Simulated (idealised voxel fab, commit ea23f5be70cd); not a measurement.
The following process module bears the name voxel capacitor over wiring.
In the cross-section labelled cut, the width is 250 nm and each square cell is 5 nm.
A cross-section in this document is a grid of square cells, and it is written down as bands, the top band listed before the ones below it; a band is made up of one or more rows of cells. For a band, the entry starts with two heights in nm, that of the top and then that of the bottom, and carries on with the band's materials in order from left to right, each alongside its width in nm; the word "all across" beside a single material means it fills the band edge to edge, and "blank" means empty space. Below 0: as-received wafer, all one material; heights counted from there. Lowest band: no bottom, goes on down, written "z 0 and below". A width given as "30->40" starts at the first number in the band's top row and ends at the second number in its bottom row, shifting by an equal amount at every step from row to row. "no alterations made" (step): cross-section cells unchanged, all of them. Voids not open to the top, 8 cells minimum: see "Voids lacking openings". Written width x height at distance; distance is from the left edge; nm. Where a step's line continues beyond its settings, the continuation is a remark by the simulator itself on that step. The setting "overlay nm" may be written on the line of a step. When the step uses a mask, the value reports how far to the right of the planned place the mask lay, and a negative value reports that it lay to the left.
Planned process steps
1: op RECEIVE | material Si
2: op CONFORMAL_DEP | material SiO2 | thk nm 10
3: op DIRECTIONAL_DEP | material TiN | thk nm 5
4: op DIRECTIONAL_DEP | material W | thk nm 15
5: op DIRECTIONAL_DEP | material aC | thk nm 15
6: op PATTERN | tone cover | mask id METAL_1 | material resist | width nm 20 | pitch nm 70 | thk nm 30 | overlay nm 0
7: op DIRECTIONAL_ETCH | etch materials aC | depth nm 15
8: op STRIP | etch materials resist
9: op DIRECTIONAL_ETCH | etch materials W | depth nm 15
10: op DIRECTIONAL_ETCH | etch materials TiN | depth nm 5
11: op STRIP | etch materials aC
12: op FILL_DEP | material lowk | thk nm 5
13: op CMP | height nm 30
14: op CONFORMAL_DEP | material SiCN | thk nm 5
15: op DIRECTIONAL_DEP | material lowk | thk nm 10
16: op DIRECTIONAL_DEP | material aC | thk nm 15
17: op PATTERN | tone open | mask id PLUG_1 | material resist | width nm 15 | thk nm 35 | overlay nm 0
18: op DIRECTIONAL_ETCH | etch materials aC | depth nm 15
19: op STRIP | etch materials resist
20: op DIRECTIONAL_ETCH | etch materials lowk | depth nm 10
21: op DIRECTIONAL_ETCH | etch materials SiCN | depth nm 5
22: op STRIP | etch materials aC
23: op CONFORMAL_DEP | material TiN | thk nm 5
24: op FILL_DEP | material Ru | thk nm 10
25: op CMP | height nm 45
26: op DIRECTIONAL_DEP | material TiN | thk nm 10
27: op DIRECTIONAL_DEP | material Al2O3 | thk nm 5
28: op DIRECTIONAL_DEP | material TiN | thk nm 5
29: op PATTERN | tone cover | mask id UPPER_PLATE | material resist | width nm 55 | thk nm 20 | overlay nm 0
30: op DIRECTIONAL_ETCH | etch materials TiN | depth nm 5
31: op DIRECTIONAL_ETCH | etch materials Al2O3 | depth nm 5
32: op STRIP | etch materials resist
33: op PATTERN | tone cover | mask id LOWER_PLATE | material resist | width nm 65 | thk nm 20 | overlay nm 0
34: op DIRECTIONAL_ETCH | etch materials TiN | depth nm 10
35: op STRIP | etch materials resist
36: op FILL_DEP | material SiO2 | thk nm 20
37: op CMP | height nm 80
38: op MASKED_ETCH | tone open | mask id PLUG_2 | width nm 15 | etch materials SiO2 | depth nm 15 | overlay nm 0
39: op CONFORMAL_DEP | material TiN | thk nm 5
40: op FILL_DEP | material W | thk nm 5
41: op CMP | height nm 80
42: op CONFORMAL_DEP | material SiCN | thk nm 5
Cross-section of the wafer upon arrival, representing the state reached after step 1
    z 0 and below  Si all across
    Voids lacking openings: none
First of two wafers at the end of the module, shown in cross-section; run carried out as planned
    z 85 to 80  SiCN all across
    z 80 to 70  95 SiO2; 5 TiN; 5 W; 5 TiN; 140 SiO2
    z 70 to 60  95->85 SiO2; 15->55 TiN; 140->110 SiO2
    z 60 to 55  85 SiO2; 55 Al2O3; 110 SiO2
    z 55 to 45  80 SiO2; 65 TiN; 105 SiO2
    z 45 to 35  85 lowk; 5 TiN; 5 Ru; 5 TiN; 150 lowk
    z 35 to 30  85 SiCN; 15 TiN; 150 SiCN
    z 30 to 15  80 lowk; 20 W; 50 lowk; 20 W; 80 lowk
    z 15 to 10  80 lowk; 20 TiN; 50 lowk; 20 TiN; 80 lowk
    z 10 to 0  SiO2 all across
    z 0 and below  Si all across
    Voids lacking openings: none
Wafer two cross-section, module end. Start and plan unchanged from wafer one; one mistake made during the run
    z 85 to 80  SiCN all across
    z 80 to 70  90 W; 5 TiN; 15 SiO2; 5 TiN; 135 W
    z 70 to 65  95 TiN; 15 SiO2; 140 TiN
    z 65 to 60  85 SiO2; 55 TiN; 110 SiO2
    z 60 to 55  85 SiO2; 55 Al2O3; 110 SiO2
    z 55 to 45  80 SiO2; 65 TiN; 105 SiO2
    z 45 to 35  85 lowk; 5 TiN; 5 Ru; 5 TiN; 150 lowk
    z 35 to 30  85 SiCN; 15 TiN; 150 SiCN
    z 30 to 15  80 lowk; 20 W; 50 lowk; 20 W; 80 lowk
    z 15 to 10  80 lowk; 20 TiN; 50 lowk; 20 TiN; 80 lowk
    z 10 to 0  SiO2 all across
    z 0 and below  Si all across
    Voids lacking openings: none
Here's what went sideways: step 38 ran as: op MASKED_ETCH | tone cover | mask id PLUG_2 | width nm 15 | etch materials SiO2 | depth nm 15 | overlay nm 0
In the final state, the cell counts of the second wafer exceed or fall short of those of the first for the following materials: 132 fewer of SiO2, 44 more of TiN, 88 more of W
